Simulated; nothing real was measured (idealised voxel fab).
The name of this process module is voxel capacitor over wiring.
215 nm wide, 5 nm square cells: that's cross-section cut.
In this document a cross-section is written as a grid of square cells. It is given as a series of bands, listed from the top down, and a band is one or more rows of cells.
In this notation a band is specified by the heights of its top and bottom, in that order and in nm, after which its materials appear from left to right, each paired with its width in nm. The word "everywhere" attached to a single material means that material fills the band from edge to edge; the word "air" stands for empty space.
Height is counted from the level 0, under which the received wafer is composed throughout of one material. The lowest of the bands is not closed at the bottom but continues downward, in the notation "0 -> down".
With a width like "30..40", each row of cells in the band differs from the next by the same amount, the top row carrying the first number and the bottom row the second.
Given "identical to before" for a step, no cell of the cross-section differs between before and after that step.
"Entrapped voids" enumerates empty spaces isolated from the top, with no open way to it, that contain at least 8 cells, giving each as width x height at distance from the left edge, all three in nm.
Read whatever lies past the settings on a step's line as the simulator's own remark about the step.
If you see "overlay nm" on a step's line and that step has a mask, it's telling you how far right of where it was planned the mask ended up; a negative number means it went left instead.

PROCESS STEPS FORESEEN IN THE PLAN
step 1: RECEIVE,material Si
step 2: CONFORMAL_DEP,material SiO2,thk nm 10
step 3: DIRECTIONAL_DEP,material TiN,thk nm 5
step 4: DIRECTIONAL_DEP,material W,thk nm 15
step 5: PATTERN,tone cover,mask id METAL_1,material resist,width nm 25,pitch nm 95,thk nm 20,overlay nm 0
step 6: DIRECTIONAL_ETCH,etch materials W,depth nm 5
step 7: DIRECTIONAL_ETCH,etch materials TiN,depth nm 5
step 8: STRIP,etch materials resist
step 9: CONFORMAL_DEP,material SiN,thk nm 5
step 10: FILL_DEP,material lowk,thk nm 5
step 11: CMP,height nm 30
step 12: CONFORMAL_DEP,material SiCN,thk nm 5
step 13: DIRECTIONAL_DEP,material lowk,thk nm 10
step 14: PATTERN,tone open,mask id PLUG_1,material resist,width nm 15,thk nm 20,overlay nm 0
step 15: DIRECTIONAL_ETCH,etch materials lowk,depth nm 10
step 16: DIRECTIONAL_ETCH,etch materials SiCN,depth nm 5
step 17: STRIP,etch materials resist
step 18: CONFORMAL_DEP,material TiN,thk nm 5
step 19: FILL_DEP,material Ru,thk nm 10
step 20: CMP,height nm 45
step 21: DIRECTIONAL_DEP,material TiN,thk nm 10
step 22: DIRECTIONAL_DEP,material SiN,thk nm 5
step 23: DIRECTIONAL_DEP,material TiN,thk nm 5
step 24: MASKED_ETCH,tone cover,mask id UPPER_PLATE,width nm 75,etch materials TiN,depth nm 5,overlay nm 0
step 25: MASKED_ETCH,tone cover,mask id UPPER_PLATE,width nm 75,etch materials SiN,depth nm 5,overlay nm 0
step 26: DIRECTIONAL_DEP,material aC,thk nm 10
step 27: PATTERN,tone cover,mask id LOWER_PLATE,material resist,width nm 85,thk nm 30,overlay nm 0
step 28: DIRECTIONAL_ETCH,etch materials aC,depth nm 10
step 29: STRIP,etch materials resist
step 30: DIRECTIONAL_ETCH,etch materials TiN,depth nm 10
step 31: STRIP,etch materials aC
step 32: FILL_DEP,material SiO2,thk nm 15
step 33: CMP,height nm 75
step 34: PATTERN,tone open,mask id PLUG_2,material resist,width nm 15,thk nm 20,overlay nm 0
step 35: DIRECTIONAL_ETCH,etch materials SiO2,depth nm 10
step 36: STRIP,etch materials resist
step 37: CONFORMAL_DEP,material TiN,thk nm 5
step 38: FILL_DEP,material Ru,thk nm 5
step 39: CMP,height nm 75
step 40: CONFORMAL_DEP,material SiCN,thk nm 5
Don't read the plan's depth nm for step 6 as applying to every wafer: that's the first wafer's value, and the wafers differ in it, though they all start identical.

AS RECEIVED, I.E. AFTER STEP 1: CROSS-SECTION THROUGH THE FIRST OF SEVERAL WAFERS
> 0 -> down: Si everywhere
> Entrapped voids: none

END OF THE MODULE, PAST ITS LAST STEP, STEP 40: HOW THE FIRST OF SEVERAL WAFERS LOOKS IN CROSS-SECTION
> 80 -> 75: SiCN everywhere
> 75 -> 70: SiO2 65; TiN 5; Ru 5; TiN 5; SiO2 135
> 70 -> 60: SiO2 65..55; TiN 15..75; SiO2 135..85
> 60 -> 55: SiO2 55; SiN 75; SiO2 85
> 55 -> 45: SiO2 50; TiN 85; SiO2 80
> 45 -> 35: lowk 55; TiN 5; Ru 5; TiN 5; lowk 145
> 35 -> 30: SiCN 55; TiN 15; SiCN 145
> 30 -> 25: SiN 45; W 25; SiN 70; W 25; SiN 50
> 25 -> 15: W everywhere
> 15 -> 10: TiN everywhere
> 10 -> 0: SiO2 everywhere
> 0 -> down: Si everywhere
> Entrapped voids: none

HERE'S THE LAST WAFER CROSS-SECTIONED AT THE END OF THE MODULE
> 80 -> 75: SiCN everywhere
> 75 -> 70: SiO2 65; TiN 5; Ru 5; TiN 5; SiO2 135
> 70 -> 60: SiO2 65..55; TiN 15..75; SiO2 135..85
> 60 -> 55: SiO2 55; SiN 75; SiO2 85
> 55 -> 45: SiO2 50; TiN 85; SiO2 80
> 45 -> 35: lowk 55; TiN 5; Ru 5; TiN 5; lowk 145
> 35 -> 30: SiCN 55; TiN 15; SiCN 145
> 30 -> 15: lowk 40; SiN 5; W 25; SiN 5; lowk 60; SiN 5; W 25; SiN 5; lowk 45
> 15 -> 10: SiN 45; TiN 25; SiN 70; TiN 25; SiN 50
> 10 -> 0: SiO2 everywhere
> 0 -> down: Si everywhere
> Entrapped voids: none

EACH WAFER AT THE END: CELLS OF EACH MATERIAL GAINED (+) OR LOST (-) SINCE IT WAS RECEIVED, THEN ITS CLOSED VOIDS
depth nm 5 | +3 Ru | +83 SiCN | +48 SiN | +274 SiO2 | +104 TiN | +96 W | +80 lowk | Entrapped voids: none
depth nm 10 | +3 Ru | +83 SiCN | +52 SiN | +274 SiO2 | +104 TiN | +63 W | +109 lowk | Entrapped voids: none
depth nm 15 | +3 Ru | +83 SiCN | +60 SiN | +274 SiO2 | +71 TiN | +30 W | +167 lowk | Entrapped voids: none
depth nm 20 | +3 Ru | +83 SiCN | +60 SiN | +274 SiO2 | +71 TiN | +30 W | +167 lowk | Entrapped voids: none
depth nm 25 | +3 Ru | +83 SiCN | +60 SiN | +274 SiO2 | +71 TiN | +30 W | +167 lowk | Entrapped voids: none
depth nm 30 | +3 Ru | +83 SiCN | +60 SiN | +274 SiO2 | +71 TiN | +30 W | +167 lowk | Entrapped voids: none
